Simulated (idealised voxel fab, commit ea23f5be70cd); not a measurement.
process module | voxel capacitor over wiring
cross-section cut | 290 nm wide | cells 5 nm
A cross-section is a grid of square cells, given in bands from the top down. A band is one or more rows of cells.
Each band's line starts with the height of the band's top and of its bottom, in nm. Then come its materials from left to right, each with its width in nm. One material with "throughout" fills the band from edge to edge. "air" is empty space.
Height 0 is the level under which the wafer as received is all one material. The lowest band goes on downwards, as in "0 down".
A width such as "30 to 40" changes by the same amount from each row of cells to the next, from the band's top row to its bottom row.
"no change" after a step means that no cell of the cross-section changed.
closed voids: empty space of 8 cells or more with no open way to the top, each as width x height at its distance from the left edge, in nm
after a step's settings: what the simulator itself notes on the step
overlay nm, on a step with a mask: how far to the right of its planned place the mask lay; to the left if negative
plan
1 op RECEIVE | material Si
2 op CONFORMAL_DEP | material SiO2 | thk nm 10
3 op CONFORMAL_DEP | material SiCN | thk nm 5
4 op DIRECTIONAL_DEP | material SiO2 | thk nm 20
5 op MASKED_ETCH | tone open | mask id METAL_1 | width nm 20 | pitch nm 80 | etch materials SiO2 | depth nm 20 | overlay nm 0
6 op MASKED_ETCH | tone open | mask id METAL_1 | width nm 20 | pitch nm 80 | etch materials SiCN | depth nm 5 | overlay nm 0
7 op CONFORMAL_DEP | material TiN | thk nm 5
8 op FILL_DEP | material Cu | thk nm 5
9 op CMP | height nm 35
10 op EPI | material Ru | thk nm 5
11 op FILL_DEP | material SiCN | thk nm 5
12 op DIRECTIONAL_DEP | material lowk | thk nm 10
13 op MASKED_ETCH | tone open | mask id PLUG_1 | width nm 15 | etch materials lowk | depth nm 10 | overlay nm 0
14 op MASKED_ETCH | tone open | mask id PLUG_1 | width nm 15 | etch materials SiCN | depth nm 5 | overlay nm 0
15 op CONFORMAL_DEP | material TiN | thk nm 5
16 op FILL_DEP | material Ru | thk nm 5
17 op CMP | height nm 55
18 op DIRECTIONAL_DEP | material TiN | thk nm 5
19 op DIRECTIONAL_DEP | material Al2O3 | thk nm 5
20 op DIRECTIONAL_DEP | material TiN | thk nm 5
21 op MASKED_ETCH | tone cover | mask id UPPER_PLATE | width nm 65 | etch materials TiN | depth nm 5 | overlay nm 0
22 op MASKED_ETCH | tone cover | mask id UPPER_PLATE | width nm 65 | etch materials Al2O3 | depth nm 5 | overlay nm 0
23 op MASKED_ETCH | tone cover | mask id LOWER_PLATE | width nm 75 | etch materials TiN | depth nm 5 | overlay nm 0
24 op FILL_DEP | material SiO2 | thk nm 15
25 op CMP | height nm 80
26 op MASKED_ETCH | tone open | mask id PLUG_2 | width nm 15 | etch materials SiO2 | depth nm 10 | overlay nm 0
27 op CONFORMAL_DEP | material TiN | thk nm 5
28 op FILL_DEP | material Cu | thk nm 5
29 op CMP | height nm 80
30 op CONFORMAL_DEP | material SiN | thk nm 5
as received, after step 1
  0 down: Si throughout
  closed voids: none
a wafer at the end: this start, this plan, one mistake
  85 to 80: SiN throughout
  80 to 75: SiO2 110 | TiN 5 | Cu 5 | TiN 5 | SiO2 165
  75 to 65: SiO2 110 to 100 | TiN 15 to 65 | SiO2 165 to 125
  65 to 60: SiO2 95 | TiN 75 | SiO2 120
  60 to 55: Al2O3 throughout
  55 to 45: lowk 100 | TiN 5 | Ru 5 | TiN 5 | lowk 175
  45 to 40: SiCN 100 | TiN 15 | SiCN 175
  40 to 35: SiCN 90 | Ru 30 | SiCN 50 | Ru 30 | SiCN 90
  35 to 15: SiO2 95 | TiN 5 | Cu 10 | TiN 5 | SiO2 60 | TiN 5 | Cu 10 | TiN 5 | SiO2 95
  15 to 10: SiCN 95 | TiN 20 | SiCN 60 | TiN 20 | SiCN 95
  10 to 0: SiO2 throughout
  0 down: Si throughout
  closed voids: none
what went wrong: steps 18 and 19 were swapped
